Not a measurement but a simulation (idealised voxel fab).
You're looking at the process module voxel spacer lines.
Square cells of 5 nm make up the cross-section cut, whose width is 235 nm.
When this document writes out a cross-section, it uses a grid of square cells and lists it as bands, beginning at the top and moving down, with a band standing for one or more rows of cells.
This entry defines a band. It first specifies the height of the band's top and the height of its bottom in nm, and then specifies the band's materials from left to right, stating each material with its width in nm. The word "all across" identifies a single material that fills the band from edge to edge, while the word "blank" identifies empty space.
Heights are measured from 0, the level below which the as-received wafer is all one material; the lowest band has no bottom and continues downward, written as in "0 and below".
Top row gets the first number, bottom row gets the second, and each row in between changes by the same step: that is how a band width like "30->40" works.
Basically "left unchanged" means that step didn't change any cell in the cross-section.
Listed in "Enclosed cavities": every empty space of 8 or more cells without an open way to the top. Form: width x height at distance, the distance being from the left edge, all in nm.
It should be noted that, on the line of a given step, the content following the step's settings is a remark produced by the simulator itself with respect to that step.
"overlay nm" denotes, for a step that has a mask, the displacement of the mask to the right of its planned place, with negative values corresponding to the left.
### Listed below are the process steps as planned
1: RECEIVE [material Si]
2: CONFORMAL_DEP [material SiO2] [thk nm 5]
3: DIRECTIONAL_DEP [material TiN] [thk nm 20]
4: DIRECTIONAL_DEP [material aC] [thk nm 20]
5: PATTERN [tone cover] [mask id MANDREL] [material resist] [width nm 15] [pitch nm 60] [thk nm 25] [overlay nm 0]
6: DIRECTIONAL_ETCH [etch materials aC] [depth nm 20]
7: STRIP [etch materials resist]
8: CONFORMAL_DEP [material SiN] [thk nm 15]
9: DIRECTIONAL_ETCH [etch materials SiN] [depth nm 15]
10: STRIP [etch materials aC]
11: DIRECTIONAL_ETCH [etch materials TiN] [depth nm 20]
12: STRIP [etch materials SiN]
13: FILL_DEP [material SiO2] [thk nm 5]
14: CMP [height nm 25]
### First of two wafers: run as planned
### Cross-sectional view of the wafer in its as-received condition, corresponding to the state after step 1
> 0 and below | Si all across
> Enclosed cavities: none
### Cross-section through the wafer, step 2 finished
> 5 down to 0 | SiO2 all across
> Heights below 0 show no change.
### Cross-section through the wafer, step 3 finished
> 25 down to 5 | TiN all across
> Heights below 5 show no change.
### Cross-section through the wafer, step 4 finished
> 45 down to 25 | aC all across
> Heights below 25 show no change.
### Cross-section through the wafer, step 5 finished
> 70 down to 45 | 80 of blank; 15 of resist; 45 of blank; 15 of resist; 80 of blank
> Heights below 45 show no change.
### Cross-section through the wafer, step 6 finished
> 50 down to 45 | 80 of blank; 15 of resist; 45 of blank; 15 of resist; 80 of blank
> 45 down to 25 | 80 of blank; 15 of aC; 45 of blank; 15 of aC; 80 of blank
> Heights below 25 show no change.
### Cross-section through the wafer, step 7 finished
> 45 down to 25 | 80 of blank; 15 of aC; 45 of blank; 15 of aC; 80 of blank
> Heights below 25 show no change.
### Cross-section through the wafer, step 8 finished
> 60 down to 45 | 65 of blank; 45 of SiN; 15 of blank; 45 of SiN; 65 of blank
> 45 down to 40 | 65 of blank; 15 of SiN; 15 of aC; 15 of SiN; 15 of blank; 15 of SiN; 15 of aC; 15 of SiN; 65 of blank
> 40 down to 25 | 80 of SiN; 15 of aC; 45 of SiN; 15 of aC; 80 of SiN
> Heights below 25 show no change.
### Cross-section through the wafer, step 9 finished
> 45 down to 25 | 65 of blank; 15 of SiN; 15 of aC; 15 of SiN; 15 of blank; 15 of SiN; 15 of aC; 15 of SiN; 65 of blank
> Heights below 25 show no change.
### Cross-section through the wafer, step 10 finished
> 45 down to 25 | 65 of blank; 15 of SiN; 15 of blank; 15 of SiN; 15 of blank; 15 of SiN; 15 of blank; 15 of SiN; 65 of blank
> Heights below 25 show no change.
### Cross-section through the wafer, step 11 finished
> 45 down to 25 | 65 of blank; 15 of SiN; 15 of blank; 15 of SiN; 15 of blank; 15 of SiN; 15 of blank; 15 of SiN; 65 of blank
> 25 down to 5 | 65 of blank; 15 of TiN; 15 of blank; 15 of TiN; 15 of blank; 15 of TiN; 15 of blank; 15 of TiN; 65 of blank
> Heights below 5 show no change.
### Cross-section through the wafer, step 12 finished
> 25 down to 5 | 65 of blank; 15 of TiN; 15 of blank; 15 of TiN; 15 of blank; 15 of TiN; 15 of blank; 15 of TiN; 65 of blank
> Heights below 5 show no change.
### Cross-section through the wafer, step 13 finished
> 30 down to 25 | SiO2 all across
> 25 down to 5 | 65 of SiO2; 15 of TiN; 15 of SiO2; 15 of TiN; 15 of SiO2; 15 of TiN; 15 of SiO2; 15 of TiN; 65 of SiO2
> Heights below 5 show no change.
### Cross-section through the wafer, step 14 finished
> 25 down to 5 | 65 of SiO2; 15 of TiN; 15 of SiO2; 15 of TiN; 15 of SiO2; 15 of TiN; 15 of SiO2; 15 of TiN; 65 of SiO2
> Heights below 5 show no change.
### Regarding the second of the two wafers: it shared the first wafer's starting condition and process plan, yet one error occurred during its execution. Its history coincides with that of the first wafer up to and including step 1
Cross-section of the second wafer at the time step 2 of the plan should have ended: left unchanged
### Cross-section of the second wafer at the time step 3 of the plan should have ended
> 20 down to 0 | TiN all across
> Heights below 0 show no change.
### Cross-section of the second wafer at the time step 4 of the plan should have ended
> 40 down to 20 | aC all across
> Heights below 20 show no change.
### Cross-section of the second wafer at the time step 5 of the plan should have ended
> 65 down to 40 | 80 of blank; 15 of resist; 45 of blank; 15 of resist; 80 of blank
> Heights below 40 show no change.
### Cross-section of the second wafer at the time step 6 of the plan should have ended
> 45 down to 40 | 80 of blank; 15 of resist; 45 of blank; 15 of resist; 80 of blank
> 40 down to 20 | 80 of blank; 15 of aC; 45 of blank; 15 of aC; 80 of blank
> Heights below 20 show no change.
### Cross-section of the second wafer at the time step 7 of the plan should have ended
> 40 down to 20 | 80 of blank; 15 of aC; 45 of blank; 15 of aC; 80 of blank
> Heights below 20 show no change.
### Cross-section of the second wafer at the time step 8 of the plan should have ended
> 55 down to 40 | 65 of blank; 45 of SiN; 15 of blank; 45 of SiN; 65 of blank
> 40 down to 35 | 65 of blank; 15 of SiN; 15 of aC; 15 of SiN; 15 of blank; 15 of SiN; 15 of aC; 15 of SiN; 65 of blank
> 35 down to 20 | 80 of SiN; 15 of aC; 45 of SiN; 15 of aC; 80 of SiN
> Heights below 20 show no change.
### Cross-section of the second wafer at the time step 9 of the plan should have ended
> 40 down to 20 | 65 of blank; 15 of SiN; 15 of aC; 15 of SiN; 15 of blank; 15 of SiN; 15 of aC; 15 of SiN; 65 of blank
> Heights below 20 show no change.
### Cross-section of the second wafer at the time step 10 of the plan should have ended
> 40 down to 20 | 65 of blank; 15 of SiN; 15 of blank; 15 of SiN; 15 of blank; 15 of SiN; 15 of blank; 15 of SiN; 65 of blank
> Heights below 20 show no change.
### Cross-section of the second wafer at the time step 11 of the plan should have ended
> 40 down to 20 | 65 of blank; 15 of SiN; 15 of blank; 15 of SiN; 15 of blank; 15 of SiN; 15 of blank; 15 of SiN; 65 of blank
> 20 down to 0 | 65 of blank; 15 of TiN; 15 of blank; 15 of TiN; 15 of blank; 15 of TiN; 15 of blank; 15 of TiN; 65 of blank
> Heights below 0 show no change.
### Cross-section of the second wafer at the time step 12 of the plan should have ended
> 20 down to 0 | 65 of blank; 15 of TiN; 15 of blank; 15 of TiN; 15 of blank; 15 of TiN; 15 of blank; 15 of TiN; 65 of blank
> Heights below 0 show no change.
### Cross-section of the second wafer at the time step 13 of the plan should have ended
> 25 down to 20 | SiO2 all across
> 20 down to 0 | 65 of SiO2; 15 of TiN; 15 of SiO2; 15 of TiN; 15 of SiO2; 15 of TiN; 15 of SiO2; 15 of TiN; 65 of SiO2
> Heights below 0 show no change.
Cross-section of the second wafer at the time step 14 of the plan should have ended: left unchanged
Against the plan, the run slipped here: step 2 was dropped from the plan's execution and never run
At the end, each material covers as many cells on the second wafer as it does on the first, though the cells it covers are elsewhere.
